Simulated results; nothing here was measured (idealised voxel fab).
The process module presented herein is designated voxel self aligned contacts.
FYI the section here is cut, 255 nm wide, cells are 5 nm squares.
When this document writes out a cross-section, it uses a grid of square cells and lists it as bands, beginning at the top and moving down, with a band standing for one or more rows of cells.
Heights first: top, then bottom, in nm. Then materials, left to right, each with a width in nm. "all across" on a single material: fills the band edge to edge. "empty": empty space.
Counting heights begins at 0, where everything beneath is, in the wafer as received, one material. The lowest band has no bottom; it goes on downwards, as "0 and below" shows.
Think of "30 to 40" as a width that walks from the first number to the second as you go down the band, top row to bottom row, taking equal-sized steps from row to row.
"no alteration", as given for a step, is the statement that not any cell of the cross-section underwent a change during that step.
So "closed voids" is basically the list of trapped voids: any empty space of 8 cells or more that can't reach the top through an opening. They're written width x height at distance, the distance being from the left edge, and it's all nm.
On a step's line, text after the settings is the simulator commenting on that step.
When a step includes a mask, the "overlay nm" setting on its line states how far to the right of its planned place that mask lay, and negative values state how far to the left.
Listed below are the process steps as planned
- 1: RECEIVE [material Si]
- 2: OXIDIZE [depth nm 5]
- 3: DIRECTIONAL_DEP [material polySi] [thk nm 25]
- 4: DIRECTIONAL_DEP [material SiN] [thk nm 20]
- 5: MASKED_ETCH [tone cover] [mask id GATE] [width nm 35] [pitch nm 70] [etch materials SiN] [depth nm 20] [overlay nm 0]
- 6: MASKED_ETCH [tone cover] [mask id GATE] [width nm 35] [pitch nm 70] [etch materials polySi] [depth nm 25] [overlay nm 0]
- 7: CONFORMAL_DEP [material SiN] [thk nm 5]
- 8: DIRECTIONAL_ETCH [etch materials SiN] [depth nm 5]
- 9: FILL_DEP [material SiO2] [thk nm 10]
- 10: CMP [height nm 50]
- 11: DIRECTIONAL_DEP [material aC] [thk nm 10]
- 12: PATTERN [tone open] [mask id CONTACT] [material resist] [width nm 45] [thk nm 30] [overlay nm 0]
- 13: DIRECTIONAL_ETCH [etch materials aC] [depth nm 10]
- 14: STRIP [etch materials resist]
- 15: DIRECTIONAL_ETCH [etch materials SiO2] [depth nm 55]
- 16: STRIP [etch materials aC]
- 17: CONFORMAL_DEP [material TiN] [thk nm 5]
- 18: FILL_DEP [material W] [thk nm 5]
- 19: CMP [height nm 50]
- 20: CONFORMAL_DEP [material SiCN] [thk nm 5]
Wafer at receipt (post step 1), cross-section
    0 and below: Si all across
    closed voids: none
End-of-module XS, first of two wafers, run as planned
    55 down to 50: SiCN all across
    50 down to 45: SiO2: 105 | TiN: 15 | W: 15 | TiN: 15 | SiO2: 105
    45 down to 25: SiO2: 70 | SiN: 45 | TiN: 5 | W: 15 | TiN: 5 | SiN: 45 | SiO2: 70
    25 down to 0: SiO2: 70 | SiN: 5 | polySi: 35 | SiN: 5 | TiN: 5 | W: 15 | TiN: 5 | SiN: 5 | polySi: 35 | SiN: 5 | SiO2: 70
    0 down to -5: SiO2: 115 | TiN: 25 | SiO2: 115
    -5 and below: Si all across
    closed voids: none
The second wafer, shown in cross-section after the module: started the same way as the first and given the same plan, yet one mistake crept into how it was run
    55 down to 50: SiCN all across
    50 down to 45: SiO2: 105 | TiN: 10 | W: 15 | TiN: 20 | SiO2: 105
    45 down to 30: SiO2: 65 | SiN: 45 | TiN: 5 | W: 15 | TiN: 5 | SiN: 45 | SiO2: 75
    30 down to 25: SiO2: 65 | SiN: 45 | TiN: 10 | W: 10 | TiN: 5 | SiN: 45 | SiO2: 75
    25 down to 0: SiO2: 65 | SiN: 5 | polySi: 40 | SiN: 5 | TiN: 5 | W: 10 | TiN: 5 | SiN: 5 | polySi: 40 | SiN: 5 | SiO2: 70
    0 down to -5: SiO2: 115 | TiN: 20 | SiO2: 120
    -5 and below: Si all across
    closed voids: none
So what did we get wrong on this run? note that step 5 departed from the planned setting and was carried out as MASKED_ETCH [tone cover] [mask id GATE] [width nm 35] [pitch nm 70] [etch materials SiN] [depth nm 20] [overlay nm -5]
FYI, end of process, the second wafer has more or fewer cells of some materials than the first: SiO2 -4 | W -6 | polySi +10
